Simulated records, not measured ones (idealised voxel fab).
process module | voxel capacitor over wiring
cross-section cut | 150 nm wide | cells 5 nm
A cross-section is a grid of square cells, given in bands from the top down. A band is one or more rows of cells.
Each band's line starts with the height of the band's top and of its bottom, in nm. Then come its materials from left to right, each with its width in nm. One material with "throughout" fills the band from edge to edge. "air" is empty space.
Height 0 is the level under which the wafer as received is all one material. The lowest band goes on downwards, as in "0 down".
A width such as "30 to 40" changes by the same amount from each row of cells to the next, from the band's top row to its bottom row.
"no change" after a step means that no cell of the cross-section changed.
closed voids: empty space of 8 cells or more with no open way to the top, each as width x height at its distance from the left edge, in nm
after a step's settings: what the simulator itself notes on the step
overlay nm, on a step with a mask: how far to the right of its planned place the mask lay; to the left if negative
plan
1 op RECEIVE | material Si
2 op CONFORMAL_DEP | material SiO2 | thk nm 15
3 op CONFORMAL_DEP | material SiN | thk nm 5
4 op DIRECTIONAL_DEP | material lowk | thk nm 20
5 op PATTERN | tone open | mask id METAL_1 | material resist | width nm 25 | pitch nm 90 | thk nm 20 | overlay nm 0
6 op DIRECTIONAL_ETCH | etch materials lowk | depth nm 20
7 op DIRECTIONAL_ETCH | etch materials SiN | depth nm 5
8 op STRIP | etch materials resist
9 op CONFORMAL_DEP | material TiN | thk nm 5
10 op FILL_DEP | material W | thk nm 5
11 op CMP | height nm 40
12 op CONFORMAL_DEP | material SiCN | thk nm 5
13 op DIRECTIONAL_DEP | material lowk | thk nm 20
14 op DIRECTIONAL_DEP | material aC | thk nm 15
15 op PATTERN | tone open | mask id PLUG_1 | material resist | width nm 15 | thk nm 35 | overlay nm 0
16 op DIRECTIONAL_ETCH | etch materials aC | depth nm 15
17 op STRIP | etch materials resist
18 op DIRECTIONAL_ETCH | etch materials lowk | depth nm 20
19 op DIRECTIONAL_ETCH | etch materials SiCN | depth nm 5
20 op STRIP | etch materials aC
21 op EPI | material Ru | thk nm 10
22 op EPI | material Ru | thk nm 10
23 op EPI | material Ru | thk nm 5
24 op DIRECTIONAL_DEP | material TiN | thk nm 10
25 op DIRECTIONAL_DEP | material Al2O3 | thk nm 5
26 op DIRECTIONAL_DEP | material TiN | thk nm 5
27 op PATTERN | tone cover | mask id UPPER_PLATE | material resist | width nm 70 | thk nm 20 | overlay nm 0
28 op DIRECTIONAL_ETCH | etch materials TiN | depth nm 5
29 op DIRECTIONAL_ETCH | etch materials Al2O3 | depth nm 5
30 op STRIP | etch materials resist
31 op DIRECTIONAL_DEP | material aC | thk nm 10
32 op PATTERN | tone cover | mask id LOWER_PLATE | material resist | width nm 80 | thk nm 25 | overlay nm 0
33 op DIRECTIONAL_ETCH | etch materials aC | depth nm 10
34 op STRIP | etch materials resist
35 op DIRECTIONAL_ETCH | etch materials TiN | depth nm 10
36 op STRIP | etch materials aC
37 op FILL_DEP | material SiO2 | thk nm 20
38 op CMP | height nm 100
39 op DIRECTIONAL_DEP | material aC | thk nm 15
40 op PATTERN | tone open | mask id PLUG_2 | material resist | width nm 15 | thk nm 30 | overlay nm 0
41 op DIRECTIONAL_ETCH | etch materials aC | depth nm 15
42 op STRIP | etch materials resist
43 op DIRECTIONAL_ETCH | etch materials SiO2 | depth nm 15
44 op STRIP | etch materials aC
45 op CONFORMAL_DEP | material TiN | thk nm 5
46 op FILL_DEP | material Cu | thk nm 10
47 op CMP | height nm 100
48 op CONFORMAL_DEP | material SiCN | thk nm 5
first wafer, as planned
as received, after step 1
  0 down: Si throughout
  closed voids: none
after step 2
  15 to 0: SiO2 throughout
  below 0: unchanged
after step 3
  20 to 15: SiN throughout
  below 15: unchanged
after step 4
  40 to 20: lowk throughout
  below 20: unchanged
after step 5
  60 to 40: resist 15 | air 25 | resist 65 | air 25 | resist 20
  below 40: unchanged
after step 6
  60 to 40: resist 15 | air 25 | resist 65 | air 25 | resist 20
  40 to 20: lowk 15 | air 25 | lowk 65 | air 25 | lowk 20
  below 20: unchanged
after step 7
  60 to 40: resist 15 | air 25 | resist 65 | air 25 | resist 20
  40 to 20: lowk 15 | air 25 | lowk 65 | air 25 | lowk 20
  20 to 15: SiN 15 | air 25 | SiN 65 | air 25 | SiN 20
  below 15: unchanged
after step 8
  40 to 20: lowk 15 | air 25 | lowk 65 | air 25 | lowk 20
  below 20: unchanged
after step 9
  45 to 40: TiN 20 | air 15 | TiN 75 | air 15 | TiN 25
  40 to 20: lowk 15 | TiN 5 | air 15 | TiN 5 | lowk 65 | TiN 5 | air 15 | TiN 5 | lowk 20
  20 to 15: SiN 15 | TiN 25 | SiN 65 | TiN 25 | SiN 20
  below 15: unchanged
after step 10
  50 to 45: W throughout
  45 to 40: TiN 20 | W 15 | TiN 75 | W 15 | TiN 25
  40 to 20: lowk 15 | TiN 5 | W 15 | TiN 5 | lowk 65 | TiN 5 | W 15 | TiN 5 | lowk 20
  below 20: unchanged
after step 11
  40 to 20: lowk 15 | TiN 5 | W 15 | TiN 5 | lowk 65 | TiN 5 | W 15 | TiN 5 | lowk 20
  below 20: unchanged
after step 12
  45 to 40: SiCN throughout
  below 40: unchanged
after step 13
  65 to 45: lowk throughout
  below 45: unchanged
after step 14
  80 to 65: aC throughout
  below 65: unchanged
after step 15
  115 to 80: resist 25 | air 15 | resist 110
  below 80: unchanged
after step 16
  100 to 80: resist 25 | air 15 | resist 110
  80 to 65: aC 25 | air 15 | aC 110
  below 65: unchanged
after step 17
  80 to 65: aC 25 | air 15 | aC 110
  below 65: unchanged
after step 18
  80 to 65: aC 25 | air 15 | aC 110
  65 to 45: lowk 25 | air 15 | lowk 110
  below 45: unchanged
after step 19
  80 to 65: aC 25 | air 15 | aC 110
  65 to 45: lowk 25 | air 15 | lowk 110
  45 to 40: SiCN 25 | air 15 | SiCN 110
  below 40: unchanged
after step 20
  65 to 45: lowk 25 | air 15 | lowk 110
  below 45: unchanged
after step 21
  65 to 50: lowk 25 | air 15 | lowk 110
  50 to 45: lowk 25 | Ru 15 | lowk 110
  45 to 40: SiCN 25 | Ru 15 | SiCN 110
  below 40: unchanged
after step 22
  65 to 60: lowk 25 | air 15 | lowk 110
  60 to 45: lowk 25 | Ru 15 | lowk 110
  below 45: unchanged
after step 23
  65 to 45: lowk 25 | Ru 15 | lowk 110
  below 45: unchanged
after step 24
  75 to 65: TiN throughout
  below 65: unchanged
after step 25
  80 to 75: Al2O3 throughout
  below 75: unchanged
after step 26
  85 to 80: TiN throughout
  below 80: unchanged
after step 27
  105 to 85: air 25 | resist 70 | air 55
  below 85: unchanged
after step 28
  105 to 85: air 25 | resist 70 | air 55
  85 to 80: air 25 | TiN 70 | air 55
  below 80: unchanged
after step 29
  105 to 85: air 25 | resist 70 | air 55
  85 to 80: air 25 | TiN 70 | air 55
  80 to 75: air 25 | Al2O3 70 | air 55
  below 75: unchanged
after step 30
  85 to 80: air 25 | TiN 70 | air 55
  below 80: unchanged
after step 31
  95 to 85: air 25 | aC 70 | air 55
  85 to 80: aC 25 | TiN 70 | aC 55
  80 to 75: aC 25 | Al2O3 70 | aC 55
  below 75: unchanged
after step 32
  120 to 95: air 20 | resist 80 | air 50
  95 to 85: air 20 | resist 5 | aC 70 | resist 5 | air 50
  below 85: unchanged
after step 33
  110 to 95: air 20 | resist 80 | air 50
  95 to 85: air 20 | resist 5 | aC 70 | resist 5 | air 50
  85 to 80: air 20 | aC 5 | TiN 70 | aC 5 | air 50
  80 to 75: air 20 | aC 5 | Al2O3 70 | aC 5 | air 50
  below 75: unchanged
after step 34
  95 to 85: air 25 | aC 70 | air 55
  below 85: unchanged
after step 35
  95 to 85: air 25 | aC 70 | air 55
  85 to 80: air 20 | aC 5 | TiN 70 | aC 5 | air 50
  80 to 75: air 20 | aC 5 | Al2O3 70 | aC 5 | air 50
  75 to 65: air 20 | TiN 80 | air 50
  below 65: unchanged
after step 36
  85 to 80: air 25 | TiN 70 | air 55
  80 to 75: air 25 | Al2O3 70 | air 55
  below 75: unchanged
after step 37
  105 to 85: SiO2 throughout
  85 to 80: SiO2 25 | TiN 70 | SiO2 55
  80 to 75: SiO2 25 | Al2O3 70 | SiO2 55
  75 to 65: SiO2 20 | TiN 80 | SiO2 50
  below 65: unchanged
after step 38
  100 to 85: SiO2 throughout
  below 85: unchanged
after step 39
  115 to 100: aC throughout
  below 100: unchanged
after step 40
  145 to 115: resist 35 | air 15 | resist 100
  below 115: unchanged
after step 41
  130 to 115: resist 35 | air 15 | resist 100
  115 to 100: aC 35 | air 15 | aC 100
  below 100: unchanged
after step 42
  115 to 100: aC 35 | air 15 | aC 100
  below 100: unchanged
after step 43
  115 to 100: aC 35 | air 15 | aC 100
  100 to 85: SiO2 35 | air 15 | SiO2 100
  below 85: unchanged
after step 44
  100 to 85: SiO2 35 | air 15 | SiO2 100
  below 85: unchanged
after step 45
  105 to 100: TiN 40 | air 5 | TiN 105
  100 to 90: SiO2 35 | TiN 5 | air 5 | TiN 5 | SiO2 100
  90 to 80: SiO2 35 to 25 | TiN 15 to 70 | SiO2 100 to 55
  below 80: unchanged
after step 46
  115 to 105: Cu throughout
  105 to 100: TiN 40 | Cu 5 | TiN 105
  100 to 90: SiO2 35 | TiN 5 | Cu 5 | TiN 5 | SiO2 100
  below 90: unchanged
after step 47
  100 to 90: SiO2 35 | TiN 5 | Cu 5 | TiN 5 | SiO2 100
  below 90: unchanged
after step 48
  105 to 100: SiCN throughout
  below 100: unchanged
second wafer: like start, like plan, one mistake. Through step 2 it matches the first wafer
when step 3 should have ended
  35 to 15: lowk throughout
  below 15: unchanged
when step 4 should have ended
  40 to 35: SiN throughout
  below 35: unchanged
when step 5 should have ended
  60 to 40: resist 15 | air 25 | resist 65 | air 25 | resist 20
  below 40: unchanged
when step 6 should have ended: no change
when step 7 should have ended
  60 to 40: resist 15 | air 25 | resist 65 | air 25 | resist 20
  40 to 35: SiN 15 | air 25 | SiN 65 | air 25 | SiN 20
  below 35: unchanged
when step 8 should have ended
  40 to 35: SiN 15 | air 25 | SiN 65 | air 25 | SiN 20
  below 35: unchanged
when step 9 should have ended
  45 to 40: TiN 20 | air 15 | TiN 75 | air 15 | TiN 25
  40 to 35: SiN 15 | TiN 25 | SiN 65 | TiN 25 | SiN 20
  below 35: unchanged
when step 10 should have ended
  50 to 45: W throughout
  45 to 40: TiN 20 | W 15 | TiN 75 | W 15 | TiN 25
  below 40: unchanged
when step 11 should have ended
  40 to 35: SiN 15 | TiN 25 | SiN 65 | TiN 25 | SiN 20
  below 35: unchanged
when step 12 should have ended
  45 to 40: SiCN throughout
  below 40: unchanged
when step 13 should have ended
  65 to 45: lowk throughout
  below 45: unchanged
when step 14 should have ended
  80 to 65: aC throughout
  below 65: unchanged
when step 15 should have ended
  115 to 80: resist 25 | air 15 | resist 110
  below 80: unchanged
when step 16 should have ended
  100 to 80: resist 25 | air 15 | resist 110
  80 to 65: aC 25 | air 15 | aC 110
  below 65: unchanged
when step 17 should have ended
  80 to 65: aC 25 | air 15 | aC 110
  below 65: unchanged
when step 18 should have ended
  80 to 65: aC 25 | air 15 | aC 110
  65 to 45: lowk 25 | air 15 | lowk 110
  below 45: unchanged
when step 19 should have ended
  80 to 65: aC 25 | air 15 | aC 110
  65 to 45: lowk 25 | air 15 | lowk 110
  45 to 40: SiCN 25 | air 15 | SiCN 110
  below 40: unchanged
when step 20 should have ended
  65 to 45: lowk 25 | air 15 | lowk 110
  below 45: unchanged
when step 21 should have ended
  65 to 50: lowk 25 | air 15 | lowk 110
  50 to 45: lowk 25 | Ru 15 | lowk 110
  45 to 40: SiCN 25 | Ru 15 | SiCN 110
  below 40: unchanged
when step 22 should have ended
  65 to 60: lowk 25 | air 15 | lowk 110
  60 to 45: lowk 25 | Ru 15 | lowk 110
  below 45: unchanged
when step 23 should have ended
  65 to 45: lowk 25 | Ru 15 | lowk 110
  below 45: unchanged
when step 24 should have ended
  75 to 65: TiN throughout
  below 65: unchanged
when step 25 should have ended
  80 to 75: Al2O3 throughout
  below 75: unchanged
when step 26 should have ended
  85 to 80: TiN throughout
  below 80: unchanged
when step 27 should have ended
  105 to 85: air 25 | resist 70 | air 55
  below 85: unchanged
when step 28 should have ended
  105 to 85: air 25 | resist 70 | air 55
  85 to 80: air 25 | TiN 70 | air 55
  below 80: unchanged
when step 29 should have ended
  105 to 85: air 25 | resist 70 | air 55
  85 to 80: air 25 | TiN 70 | air 55
  80 to 75: air 25 | Al2O3 70 | air 55
  below 75: unchanged
when step 30 should have ended
  85 to 80: air 25 | TiN 70 | air 55
  below 80: unchanged
when step 31 should have ended
  95 to 85: air 25 | aC 70 | air 55
  85 to 80: aC 25 | TiN 70 | aC 55
  80 to 75: aC 25 | Al2O3 70 | aC 55
  below 75: unchanged
when step 32 should have ended
  120 to 95: air 20 | resist 80 | air 50
  95 to 85: air 20 | resist 5 | aC 70 | resist 5 | air 50
  below 85: unchanged
when step 33 should have ended
  110 to 95: air 20 | resist 80 | air 50
  95 to 85: air 20 | resist 5 | aC 70 | resist 5 | air 50
  85 to 80: air 20 | aC 5 | TiN 70 | aC 5 | air 50
  80 to 75: air 20 | aC 5 | Al2O3 70 | aC 5 | air 50
  below 75: unchanged
when step 34 should have ended
  95 to 85: air 25 | aC 70 | air 55
  below 85: unchanged
when step 35 should have ended
  95 to 85: air 25 | aC 70 | air 55
  85 to 80: air 20 | aC 5 | TiN 70 | aC 5 | air 50
  80 to 75: air 20 | aC 5 | Al2O3 70 | aC 5 | air 50
  75 to 65: air 20 | TiN 80 | air 50
  below 65: unchanged
when step 36 should have ended
  85 to 80: air 25 | TiN 70 | air 55
  80 to 75: air 25 | Al2O3 70 | air 55
  below 75: unchanged
when step 37 should have ended
  105 to 85: SiO2 throughout
  85 to 80: SiO2 25 | TiN 70 | SiO2 55
  80 to 75: SiO2 25 | Al2O3 70 | SiO2 55
  75 to 65: SiO2 20 | TiN 80 | SiO2 50
  below 65: unchanged
when step 38 should have ended
  100 to 85: SiO2 throughout
  below 85: unchanged
when step 39 should have ended
  115 to 100: aC throughout
  below 100: unchanged
when step 40 should have ended
  145 to 115: resist 35 | air 15 | resist 100
  below 115: unchanged
when step 41 should have ended
  130 to 115: resist 35 | air 15 | resist 100
  115 to 100: aC 35 | air 15 | aC 100
  below 100: unchanged
when step 42 should have ended
  115 to 100: aC 35 | air 15 | aC 100
  below 100: unchanged
when step 43 should have ended
  115 to 100: aC 35 | air 15 | aC 100
  100 to 85: SiO2 35 | air 15 | SiO2 100
  below 85: unchanged
when step 44 should have ended
  100 to 85: SiO2 35 | air 15 | SiO2 100
  below 85: unchanged
when step 45 should have ended
  105 to 100: TiN 40 | air 5 | TiN 105
  100 to 90: SiO2 35 | TiN 5 | air 5 | TiN 5 | SiO2 100
  90 to 80: SiO2 35 to 25 | TiN 15 to 70 | SiO2 100 to 55
  below 80: unchanged
when step 46 should have ended
  115 to 105: Cu throughout
  105 to 100: TiN 40 | Cu 5 | TiN 105
  100 to 90: SiO2 35 | TiN 5 | Cu 5 | TiN 5 | SiO2 100
  below 90: unchanged
when step 47 should have ended
  100 to 90: SiO2 35 | TiN 5 | Cu 5 | TiN 5 | SiO2 100
  below 90: unchanged
when step 48 should have ended
  105 to 100: SiCN throughout
  below 100: unchanged
what went wrong: steps 3 and 4 were swapped
at the end the second wafer has, in cells: 16 fewer of TiN | 24 fewer of W | 40 more of lowk
